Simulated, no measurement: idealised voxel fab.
Module name: voxel capacitor over wiring (process module)
The cross-section on display is named cut; it measures 160 nm wide, and its cells are 5 nm squares.
Cross-section format: a grid of square cells, given as bands from top to bottom; each band is one or more rows of cells. First you get the band's top height and its bottom height, in nm, and then the materials it's made of, left to right, with each width in nm. If you see a single material with "edge to edge", that one covers the band edge to edge. "empty" is empty space. Heights are expressed relative to 0, this being the level below which the as-received wafer comprises one material exclusively. The lowest band is unbounded in the downward direction and is denoted as in "0..down". With a width like "30 to 40", each row of cells in the band differs from the next by the same amount, the top row carrying the first number and the bottom row the second. "nothing was modified" means the step left every cell of the cross-section as it was. "Enclosed void listing" means: voids of 8 cells or more that are shut off from the top with no open way through. Written width x height at distance, distance from the left edge, in nm. That trailing text on a step's line, after the settings, is the simulator's own remark on the step. "overlay nm", when on a step's line for a step with a mask, measures how far to the right of its planned place the mask lay; a negative measure means to the left.

**Process steps - plan**
| 1 | RECEIVE [material Si] |
| 2 | CONFORMAL_DEP [material SiO2] [thk nm 15] |
| 3 | CONFORMAL_DEP [material SiCN] [thk nm 5] |
| 4 | DIRECTIONAL_DEP [material lowk] [thk nm 15] |
| 5 | PATTERN [tone open] [mask id METAL_1] [material resist] [width nm 30] [pitch nm 95] [thk nm 20] [overlay nm 0] |
| 6 | DIRECTIONAL_ETCH [etch materials lowk] [depth nm 15] |
| 7 | DIRECTIONAL_ETCH [etch materials SiCN] [depth nm 5] |
| 8 | STRIP [etch materials resist] |
| 9 | CONFORMAL_DEP [material TiN] [thk nm 5] |
| 10 | FILL_DEP [material Ru] [thk nm 10] |
| 11 | CMP [height nm 35] |
| 12 | CONFORMAL_DEP [material SiCN] [thk nm 5] |
| 13 | DIRECTIONAL_DEP [material lowk] [thk nm 10] |
| 14 | MASKED_ETCH [tone open] [mask id PLUG_1] [width nm 15] [etch materials lowk] [depth nm 10] [overlay nm 0] |
| 15 | MASKED_ETCH [tone open] [mask id PLUG_1] [width nm 15] [etch materials SiCN] [depth nm 5] [overlay nm 0] |
| 16 | EPI [material Ru] [thk nm 10] |
| 17 | EPI [material Ru] [thk nm 5] |
| 18 | DIRECTIONAL_DEP [material TiN] [thk nm 5] |
| 19 | DIRECTIONAL_DEP [material Al2O3] [thk nm 5] |
| 20 | DIRECTIONAL_DEP [material TiN] [thk nm 10] |
| 21 | MASKED_ETCH [tone cover] [mask id UPPER_PLATE] [width nm 70] [etch materials TiN] [depth nm 10] [overlay nm 0] |
| 22 | MASKED_ETCH [tone cover] [mask id UPPER_PLATE] [width nm 70] [etch materials Al2O3] [depth nm 5] [overlay nm 0] |
| 23 | PATTERN [tone cover] [mask id LOWER_PLATE] [material resist] [width nm 80] [thk nm 20] [overlay nm 0] |
| 24 | DIRECTIONAL_ETCH [etch materials TiN] [depth nm 5] |
| 25 | STRIP [etch materials resist] |
| 26 | FILL_DEP [material SiO2] [thk nm 15] |
| 27 | CMP [height nm 80] |
| 28 | PATTERN [tone open] [mask id PLUG_2] [material resist] [width nm 15] [thk nm 15] [overlay nm 0] |
| 29 | DIRECTIONAL_ETCH [etch materials SiO2] [depth nm 10] |
| 30 | STRIP [etch materials resist] |
| 31 | CONFORMAL_DEP [material TiN] [thk nm 5] |
| 32 | FILL_DEP [material Cu] [thk nm 10] |
| 33 | CMP [height nm 80] |
| 34 | CONFORMAL_DEP [material SiN] [thk nm 5] |

**Wafer as received: cross-section following step 1**
0..down = Si edge to edge
Enclosed void listing: none

**First of two wafers, end-of-module section, run followed plan**
85..80 = SiN edge to edge
80..75 = SiO2 40 nm | TiN 5 nm | Cu 5 nm | TiN 5 nm | SiO2 105 nm
75..70 = SiO2 40 nm | TiN 15 nm | SiO2 105 nm
70..60 = SiO2 30 nm | TiN 70 nm | SiO2 60 nm
60..55 = SiO2 30 nm | Al2O3 70 nm | SiO2 60 nm
55..50 = SiO2 25 nm | TiN 80 nm | SiO2 55 nm
50..40 = lowk 30 nm | Ru 15 nm | lowk 115 nm
40..35 = SiCN 30 nm | Ru 15 nm | SiCN 115 nm
35..20 = lowk 15 nm | TiN 5 nm | Ru 20 nm | TiN 5 nm | lowk 65 nm | TiN 5 nm | Ru 20 nm | TiN 5 nm | lowk 20 nm
20..15 = SiCN 15 nm | TiN 30 nm | SiCN 65 nm | TiN 30 nm | SiCN 20 nm
15..0 = SiO2 edge to edge
0..down = Si edge to edge
Enclosed void listing: none

**Cross-sectional view of the second of two wafers upon completion of the module. This wafer shared its starting condition and process plan with the first; one error was made during its execution**
85..80 = SiN edge to edge
80..75 = SiO2 40 nm | TiN 5 nm | Cu 5 nm | TiN 5 nm | SiO2 105 nm
75..65 = SiO2 40 nm | TiN 15 to 65 nm | SiO2 105 to 55 nm
65..60 = SiO2 40 nm | TiN 70 nm | SiO2 50 nm
60..55 = SiO2 30 nm | Al2O3 80 nm | SiO2 50 nm
55..50 = SiO2 25 nm | TiN 85 nm | SiO2 50 nm
50..40 = lowk 30 nm | Ru 15 nm | lowk 115 nm
40..35 = SiCN 30 nm | Ru 15 nm | SiCN 115 nm
35..20 = lowk 15 nm | TiN 5 nm | Ru 20 nm | TiN 5 nm | lowk 65 nm | TiN 5 nm | Ru 20 nm | TiN 5 nm | lowk 20 nm
20..15 = SiCN 15 nm | TiN 30 nm | SiCN 65 nm | TiN 30 nm | SiCN 20 nm
15..0 = SiO2 edge to edge
0..down = Si edge to edge
Enclosed void listing: none
Finding, execution versus plan: step 21 ran with different settings than intended, the actual operation and settings being MASKED_ETCH [tone cover] [mask id UPPER_PLATE] [width nm 70] [etch materials TiN] [depth nm 10] [overlay nm 10]
Per the end-of-run cell counts, the second wafer holds more or fewer of some materials than the first: 2 more of Al2O3, 2 fewer of SiO2
